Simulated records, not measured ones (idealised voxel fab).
Herein follows the process module entitled voxel lift off.
The cross-section shown here is cut; it is 300 nm wide and divided into square cells measuring 5 nm on a side.
In this document a cross-section is written as a grid of square cells. It is given as a series of bands, listed from the top down, and a band is one or more rows of cells. The band entry comprises the height of the band's top followed by the height of its bottom, expressed in nm, and subsequently the band's materials from left to right, each stated together with its width in nm. Where a single material is marked with the word "edge to edge", that material fills the band from edge to edge. The word "blank" represents empty space. Below 0: as-received wafer, all one material; heights counted from there. Lowest band: no bottom, goes on down, written "from 0 down". You'd read "30..40" like this: the band's top row of cells is as wide as the first number, its bottom row is as wide as the second, and going down, every row changes width by the same amount as the row before did. Reading "no change" for a step: not a cell of the cross-section changed in it. Voids not open to the top, 8 cells minimum: see "Sealed-off cavities". Written width x height at distance; distance is from the left edge; nm. On each step's line, the part that comes after the settings is the simulator's own comment on the step. A step's line can hold "overlay nm"; with a mask on that step, the setting says how far right of the planned place the mask lay, while a negative setting says it lay to the left. In what follows, pairs of cross-sections are presented, each taken before and after one process step, with the after cross-section shown only down to the lowest band that was altered; the step, together with its settings, is stated below the pair. The pairs may stem from different runs of this module on the same starting wafer; accordingly, a pair should be taken as continuing from the one above it solely where its entry headed "Incoming profile" indicates as much.
## Incoming profile
  from 0 down | Si edge to edge
  Sealed-off cavities: none
## Post-Step Cross-Section
  from 15 to 0 | SiN edge to edge
  For the remainder of the cross-section, below 0, there is no change.
  Sealed-off cavities: none
Going from the before section above to the after section, the step was op CONFORMAL_DEP | material SiN | thk nm 15
Incoming profile: taken from the pair above, after panel.
## Post-Step Cross-Section
  from 45 to 15 | resist 125  blank 15  resist 15  blank 15  resist 130
  For the remainder of the cross-section, below 15, there is no change.
  Sealed-off cavities: none
Going from the before section above to the after section, the step was op PATTERN | tone open | mask id LINES | material resist | width nm 15 | pitch nm 30 | thk nm 30 | overlay nm 0
Incoming profile: taken from the pair above, after panel.
## Post-Step Cross-Section
  from 60 to 45 | Ru 125  blank 15  Ru 15  blank 15  Ru 130
  from 45 to 30 | resist 125  blank 15  resist 15  blank 15  resist 130
  from 30 to 15 | resist 125  Ru 15  resist 15  Ru 15  resist 130
  For the remainder of the cross-section, below 15, there is no change.
  Sealed-off cavities: none
Going from the before section above to the after section, the step was op DIRECTIONAL_DEP | material Ru | thk nm 15
Incoming profile: taken from the pair above, after panel.
## Post-Step Cross-Section
  from 30 to 15 | blank 125  Ru 15  blank 15  Ru 15  blank 130
  For the remainder of the cross-section, below 15, there is no change.
  Sealed-off cavities: none
Going from the before section above to the after section, the step was op STRIP | etch materials resist
Incoming profile: taken from the pair above, after panel.
## Post-Step Cross-Section
  from 35 to 30 | blank 120  SiCN 25  blank 5  SiCN 25  blank 125
  from 30 to 20 | blank 120  SiCN 5  Ru 15  SiCN 5  blank 5  SiCN 5  Ru 15  SiCN 5  blank 125
  from 20 to 15 | SiCN 125  Ru 15  SiCN 15  Ru 15  SiCN 130
  For the remainder of the cross-section, below 15, there is no change.
  Sealed-off cavities: none
Going from the before section above to the after section, the step was op CONFORMAL_DEP | material SiCN | thk nm 5
## Incoming profile
  from 15 to 0 | SiN edge to edge
  from 0 down | Si edge to edge
  Sealed-off cavities: none
## Post-Step Cross-Section
  from 30 to 0 | SiN edge to edge
  For the remainder of the cross-section, below 0, there is no change.
  Sealed-off cavities: none
Going from the before section above to the after section, the step was op CONFORMAL_DEP | material SiN | thk nm 15
Incoming profile: taken from the pair above, after panel.
## Post-Step Cross-Section
  from 60 to 30 | resist 125  blank 15  resist 15  blank 15  resist 130
  For the remainder of the cross-section, below 30, there is no change.
  Sealed-off cavities: none
Going from the before section above to the after section, the step was op PATTERN | tone open | mask id LINES | material resist | width nm 15 | pitch nm 30 | thk nm 30 | overlay nm 0
Incoming profile: taken from the pair above, after panel.
## Post-Step Cross-Section
  from 75 to 60 | Ru 125  blank 15  Ru 15  blank 15  Ru 130
  from 60 to 45 | resist 125  blank 15  resist 15  blank 15  resist 130
  from 45 to 30 | resist 125  Ru 15  resist 15  Ru 15  resist 130
  For the remainder of the cross-section, below 30, there is no change.
  Sealed-off cavities: none
Going from the before section above to the after section, the step was op DIRECTIONAL_DEP | material Ru | thk nm 15
Incoming profile: taken from the pair above, after panel.
## Post-Step Cross-Section
  from 45 to 30 | blank 125  Ru 15  blank 15  Ru 15  blank 130
  For the remainder of the cross-section, below 30, there is no change.
  Sealed-off cavities: none
Going from the before section above to the after section, the step was op STRIP | etch materials resist
Incoming profile: taken from the pair above, after panel.
## Post-Step Cross-Section
  from 50 to 45 | blank 120  SiCN 25  blank 5  SiCN 25  blank 125
  from 45 to 35 | blank 120  SiCN 5  Ru 15  SiCN 5  blank 5  SiCN 5  Ru 15  SiCN 5  blank 125
  from 35 to 30 | SiCN 125  Ru 15  SiCN 15  Ru 15  SiCN 130
  For the remainder of the cross-section, below 30, there is no change.
  Sealed-off cavities: none
Going from the before section above to the after section, the step was op CONFORMAL_DEP | material SiCN | thk nm 5
## Incoming profile
  from 45 to 15 | resist 125  blank 15  resist 15  blank 15  resist 130
  from 15 to 0 | SiN edge to edge
  from 0 down | Si edge to edge
  Sealed-off cavities: none
## Post-Step Cross-Section
  from 65 to 45 | Ru 125  blank 15  Ru 15  blank 15  Ru 130
  from 45 to 35 | resist 125  blank 15  resist 15  blank 15  resist 130
  from 35 to 15 | resist 125  Ru 15  resist 15  Ru 15  resist 130
  For the remainder of the cross-section, below 15, there is no change.
  Sealed-off cavities: none
Going from the before section above to the after section, the step was op DIRECTIONAL_DEP | material Ru | thk nm 20
Incoming profile: taken from the pair above, after panel.
## Post-Step Cross-Section
  from 35 to 15 | blank 125  Ru 15  blank 15  Ru 15  blank 130
  For the remainder of the cross-section, below 15, there is no change.
  Sealed-off cavities: none
Going from the before section above to the after section, the step was op STRIP | etch materials resist
Incoming profile: taken from the pair above, after panel.
## Post-Step Cross-Section
  from 40 to 35 | blank 120  SiCN 25  blank 5  SiCN 25  blank 125
  from 35 to 20 | blank 120  SiCN 5  Ru 15  SiCN 5  blank 5  SiCN 5  Ru 15  SiCN 5  blank 125
  from 20 to 15 | SiCN 125  Ru 15  SiCN 15  Ru 15  SiCN 130
  For the remainder of the cross-section, below 15, there is no change.
  Sealed-off cavities: none
Going from the before section above to the after section, the step was op CONFORMAL_DEP | material SiCN | thk nm 5
## Incoming profile
  from 15 to 0 | SiN edge to edge
  from 0 down | Si edge to edge
  Sealed-off cavities: none
## Post-Step Cross-Section
  from 45 to 15 | resist 115  blank 15  resist 15  blank 15  resist 140
  For the remainder of the cross-section, below 15, there is no change.
  Sealed-off cavities: none
Going from the before section above to the after section, the step was op PATTERN | tone open | mask id LINES | material resist | width nm 15 | pitch nm 30 | thk nm 30 | overlay nm -10
Incoming profile: taken from the pair above, after panel.
## Post-Step Cross-Section
  from 60 to 45 | Ru 115  blank 15  Ru 15  blank 15  Ru 140
  from 45 to 30 | resist 115  blank 15  resist 15  blank 15  resist 140
  from 30 to 15 | resist 115  Ru 15  resist 15  Ru 15  resist 140
  For the remainder of the cross-section, below 15, there is no change.
  Sealed-off cavities: none
Going from the before section above to the after section, the step was op DIRECTIONAL_DEP | material Ru | thk nm 15
Incoming profile: taken from the pair above, after panel.
## Post-Step Cross-Section
  from 30 to 15 | blank 115  Ru 15  blank 15  Ru 15  blank 140
  For the remainder of the cross-section, below 15, there is no change.
  Sealed-off cavities: none
Going from the before section above to the after section, the step was op STRIP | etch materials resist
Incoming profile: taken from the pair above, after panel.
## Post-Step Cross-Section
  from 35 to 30 | blank 110  SiCN 25  blank 5  SiCN 25  blank 135
  from 30 to 20 | blank 110  SiCN 5  Ru 15  SiCN 5  blank 5  SiCN 5  Ru 15  SiCN 5  blank 135
  from 20 to 15 | SiCN 115  Ru 15  SiCN 15  Ru 15  SiCN 140
  For the remainder of the cross-section, below 15, there is no change.
  Sealed-off cavities: none
Going from the before section above to the after section, the step was op CONFORMAL_DEP | material SiCN | thk nm 5
## Incoming profile
  from 0 down | Si edge to edge
  Sealed-off cavities: none
## Post-Step Cross-Section
  from 15 to 0 | Ru edge to edge
  For the remainder of the cross-section, below 0, there is no change.
  Sealed-off cavities: none
Going from the before section above to the after section, the step was op CONFORMAL_DEP | material Ru | thk nm 15
Incoming profile: taken from the pair above, after panel.
## Post-Step Cross-Section
  from 45 to 15 | resist 125  blank 15  resist 15  blank 15  resist 130
  For the remainder of the cross-section, below 15, there is no change.
  Sealed-off cavities: none
Going from the before section above to the after section, the step was op PATTERN | tone open | mask id LINES | material resist | width nm 15 | pitch nm 30 | thk nm 30 | overlay nm 0
Incoming profile: taken from the pair above, after panel.
## Post-Step Cross-Section
  from 60 to 45 | Ru 125  blank 15  Ru 15  blank 15  Ru 130
  from 45 to 30 | resist 125  blank 15  resist 15  blank 15  resist 130
  from 30 to 15 | resist 125  Ru 15  resist 15  Ru 15  resist 130
  For the remainder of the cross-section, below 15, there is no change.
  Sealed-off cavities: none
Going from the before section above to the after section, the step was op DIRECTIONAL_DEP | material Ru | thk nm 15
Incoming profile: taken from the pair above, after panel.
## Post-Step Cross-Section
  from 30 to 15 | blank 125  Ru 15  blank 15  Ru 15  blank 130
  For the remainder of the cross-section, below 15, there is no change.
  Sealed-off cavities: none
Going from the before section above to the after section, the step was op STRIP | etch materials resist
Incoming profile: taken from the pair above, after panel.
## Post-Step Cross-Section
  from 35 to 30 | blank 120  SiCN 25  blank 5  SiCN 25  blank 125
  from 30 to 20 | blank 120  SiCN 5  Ru 15  SiCN 5  blank 5  SiCN 5  Ru 15  SiCN 5  blank 125
  from 20 to 15 | SiCN 125  Ru 15  SiCN 15  Ru 15  SiCN 130
  For the remainder of the cross-section, below 15, there is no change.
  Sealed-off cavities: none
Going from the before section above to the after section, the step was op CONFORMAL_DEP | material SiCN | thk nm 5
## Incoming profile
  from 15 to 0 | SiN edge to edge
  from 0 down | Si edge to edge
  Sealed-off cavities: none
## Post-Step Cross-Section
  from 45 to 15 | blank 125  resist 15  blank 15  resist 15  blank 130
  For the remainder of the cross-section, below 15, there is no change.
  Sealed-off cavities: none
Going from the before section above to the after section, the step was op PATTERN | tone cover | mask id LINES | material resist | width nm 15 | pitch nm 30 | thk nm 30 | overlay nm 0
Incoming profile: taken from the pair above, after panel.
## Post-Step Cross-Section
  from 60 to 45 | blank 125  Ru 15  blank 15  Ru 15  blank 130
  from 45 to 30 | blank 125  resist 15  blank 15  resist 15  blank 130
  from 30 to 15 | Ru 125  resist 15  Ru 15  resist 15  Ru 130
  For the remainder of the cross-section, below 15, there is no change.
  Sealed-off cavities: none
Going from the before section above to the after section, the step was op DIRECTIONAL_DEP | material Ru | thk nm 15
Incoming profile: taken from the pair above, after panel.
## Post-Step Cross-Section
  from 30 to 15 | Ru 125  blank 15  Ru 15  blank 15  Ru 130
  For the remainder of the cross-section, below 15, there is no change.
  Sealed-off cavities: none
Going from the before section above to the after section, the step was op STRIP | etch materials resist
Incoming profile: taken from the pair above, after panel.
## Post-Step Cross-Section
  from 35 to 30 | SiCN 130  blank 5  SiCN 25  blank 5  SiCN 135
  from 30 to 20 | Ru 125  SiCN 5  blank 5  SiCN 5  Ru 15  SiCN 5  blank 5  SiCN 5  Ru 130
  from 20 to 15 | Ru 125  SiCN 15  Ru 15  SiCN 15  Ru 130
  For the remainder of the cross-section, below 15, there is no change.
  Sealed-off cavities: none
Going from the before section above to the after section, the step was op CONFORMAL_DEP | material SiCN | thk nm 5
